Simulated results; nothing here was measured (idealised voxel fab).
This section sets out a process module, namely voxel wiring stack.
Displayed cross-section: cut, width of 295 nm, square cells sized 5 nm.
A cross-section in this document is a grid of square cells, and it is written down as bands, the top band listed before the ones below it; a band is made up of one or more rows of cells.
Band entry format. Leading values: height of top, height of bottom, nm. Remainder: materials in left-to-right order, each with its width in nm. Special words: "everywhere" on a single material, which then fills the band edge to edge; "empty", empty space.
Where do heights start? At 0: under that level the wafer as delivered is made of one material only. And the lowest band has no floor; it just carries on downward, as in "top 0, no bottom".
A two-number width, for instance "30 to 40", indicates that the width is equal to the first number in the top row of the band and to the second number in the bottom row, and that it changes by a constant amount per row of cells.
"no alteration" for a step: no cell of the cross-section changed in that step.
"Enclosed void catalog": sealed empty spaces, 8 cells or more, no open way to top, listed width x height at distance, with distance from the left edge and width, height and distance in nm.
Note: text after step settings on the step line = simulator remark on that step.
overlay nm: for a step with a mask, the amount by which the mask lay right of where it was planned; a negative amount means left of it.

**List of planned process steps**
1 RECEIVE | material Si
2 CONFORMAL_DEP | material SiO2 | thk nm 10
3 CONFORMAL_DEP | material SiCN | thk nm 5
4 DIRECTIONAL_DEP | material lowk | thk nm 25
5 PATTERN | tone open | mask id METAL_1 | material resist | width nm 25 | pitch nm 45 | thk nm 15 | overlay nm 0
6 DIRECTIONAL_ETCH | etch materials lowk | depth nm 25
7 DIRECTIONAL_ETCH | etch materials SiCN | depth nm 5
8 STRIP | etch materials resist
9 CONFORMAL_DEP | material TiN | thk nm 5
10 FILL_DEP | material Cu | thk nm 5
11 CMP | height nm 40
12 CONFORMAL_DEP | material SiCN | thk nm 5
13 DIRECTIONAL_DEP | material lowk | thk nm 15
14 DIRECTIONAL_DEP | material aC | thk nm 15
15 PATTERN | tone open | mask id PLUG_1 | material resist | width nm 15 | thk nm 35 | overlay nm 0
16 DIRECTIONAL_ETCH | etch materials aC | depth nm 15
17 STRIP | etch materials resist
18 DIRECTIONAL_ETCH | etch materials lowk | depth nm 15
19 DIRECTIONAL_ETCH | etch materials SiCN | depth nm 5
20 STRIP | etch materials aC
21 EPI | material Ru | thk nm 10
22 EPI | material Ru | thk nm 10
23 CONFORMAL_DEP | material SiCN | thk nm 5
24 DIRECTIONAL_DEP | material lowk | thk nm 15
25 PATTERN | tone open | mask id METAL_2 | material resist | width nm 25 | pitch nm 45 | thk nm 20 | overlay nm 0
26 DIRECTIONAL_ETCH | etch materials lowk | depth nm 15
27 DIRECTIONAL_ETCH | etch materials SiCN | depth nm 5
28 STRIP | etch materials resist
29 CONFORMAL_DEP | material TiN | thk nm 5
30 FILL_DEP | material Ru | thk nm 5
31 CMP | height nm 80
32 CONFORMAL_DEP | material SiCN | thk nm 5
33 DIRECTIONAL_DEP | material SiO2 | thk nm 20
34 PATTERN | tone open | mask id PLUG_2 | material resist | width nm 15 | thk nm 20 | overlay nm 0
35 DIRECTIONAL_ETCH | etch materials SiO2 | depth nm 20
36 DIRECTIONAL_ETCH | etch materials SiCN | depth nm 5
37 STRIP | etch materials resist
38 CONFORMAL_DEP | material TiN | thk nm 5
39 FILL_DEP | material Cu | thk nm 5
40 CMP | height nm 105
41 DIRECTIONAL_DEP | material TiN | thk nm 5
42 DIRECTIONAL_DEP | material Ru | thk nm 25
43 DIRECTIONAL_DEP | material aC | thk nm 10
44 PATTERN | tone cover | mask id METAL_3 | material resist | width nm 25 | pitch nm 45 | thk nm 25 | overlay nm 0
45 DIRECTIONAL_ETCH | etch materials aC | depth nm 10
46 STRIP | etch materials resist
47 DIRECTIONAL_ETCH | etch materials Ru | depth nm 25
48 DIRECTIONAL_ETCH | etch materials TiN | depth nm 5
49 STRIP | etch materials aC
50 CONFORMAL_DEP | material SiN | thk nm 5
51 FILL_DEP | material SiO2 | thk nm 5
52 CMP | height nm 135
53 CONFORMAL_DEP | material SiN | thk nm 5
Variable across wafers: step 15 width nm (plan value is that of the first wafer; starting state common to all).

**The first of several wafers, as received after step 1, seen in section**
> top 0, no bottom = Si everywhere
> Enclosed void catalog: none

**Here's the first of several wafers in cross-section, end of the module, after the last step, step 53**
> top 140, bottom 135 = SiN everywhere
> top 135, bottom 110 = 105 SiO2, then 5 SiN, then 25 Ru, then 5 SiN, then 10 SiO2, then 5 SiN, then 25 Ru, then 5 SiN, then 110 SiO2
> top 110, bottom 105 = 110 SiN, then 25 TiN, then 20 SiN, then 25 TiN, then 115 SiN
> top 105, bottom 85 = 110 SiO2, then 5 TiN, then 5 Cu, then 5 TiN, then 170 SiO2
> top 85, bottom 80 = 110 SiCN, then 15 TiN, then 170 SiCN
> top 80, bottom 65 = 110 lowk, then 5 TiN, then 15 Ru, then 5 TiN, then 20 lowk, then 5 TiN, then 15 Ru, then 5 TiN, then 115 lowk
> top 65, bottom 60 = 110 SiCN, then 25 TiN, then 20 SiCN, then 25 TiN, then 115 SiCN
> top 60, bottom 45 = 110 lowk, then 15 Ru, then 170 lowk
> top 45, bottom 40 = 110 SiCN, then 15 Ru, then 170 SiCN
> top 40, bottom 15 = 110 lowk, then 5 TiN, then 15 Cu, then 5 TiN, then 20 lowk, then 5 TiN, then 15 Cu, then 5 TiN, then 115 lowk
> top 15, bottom 10 = 110 SiCN, then 25 TiN, then 20 SiCN, then 25 TiN, then 115 SiCN
> top 10, bottom 0 = SiO2 everywhere
> top 0, no bottom = Si everywhere
> Enclosed void catalog: none

**Final wafer of several, shown in cross-section at the end of the module**
> top 140, bottom 135 = SiN everywhere
> top 135, bottom 110 = 105 SiO2, then 5 SiN, then 25 Ru, then 5 SiN, then 10 SiO2, then 5 SiN, then 25 Ru, then 5 SiN, then 110 SiO2
> top 110, bottom 105 = 110 SiN, then 25 TiN, then 20 SiN, then 25 TiN, then 115 SiN
> top 105, bottom 85 = 110 SiO2, then 5 TiN, then 5 Cu, then 5 TiN, then 170 SiO2
> top 85, bottom 80 = 110 SiCN, then 15 TiN, then 170 SiCN
> top 80, bottom 65 = 110 lowk, then 5 TiN, then 15 Ru, then 5 TiN, then 20 lowk, then 5 TiN, then 15 Ru, then 5 TiN, then 115 lowk
> top 65, bottom 60 = 110 SiCN, then 25 TiN, then 20 SiCN, then 25 TiN, then 115 SiCN
> top 60, bottom 45 = 105 lowk, then 30 Ru, then 160 lowk
> top 45, bottom 40 = 105 SiCN, then 30 Ru, then 160 SiCN
> top 40, bottom 15 = 110 lowk, then 5 TiN, then 15 Cu, then 5 TiN, then 20 lowk, then 5 TiN, then 15 Cu, then 5 TiN, then 115 lowk
> top 15, bottom 10 = 110 SiCN, then 25 TiN, then 20 SiCN, then 25 TiN, then 115 SiCN
> top 10, bottom 0 = SiO2 everywhere
> top 0, no bottom = Si everywhere
> Enclosed void catalog: none

**What follows is a table in which each wafer occupies a row; for the wafer as it stands at the close of the module, the row states, material by material, how many cells have been gained (+) or lost (-) since receipt, and then gives its closed voids**
width nm 15 | +34 Cu | +80 Ru | +210 SiCN | +128 SiN | +567 SiO2 | +73 TiN | +560 lowk | Enclosed void catalog: none
width nm 20 | +34 Cu | +84 Ru | +209 SiCN | +128 SiN | +567 SiO2 | +73 TiN | +557 lowk | Enclosed void catalog: none
width nm 25 | +34 Cu | +88 Ru | +208 SiCN | +128 SiN | +567 SiO2 | +73 TiN | +554 lowk | Enclosed void catalog: none
width nm 30 | +34 Cu | +92 Ru | +207 SiCN | +128 SiN | +567 SiO2 | +73 TiN | +551 lowk | Enclosed void catalog: none
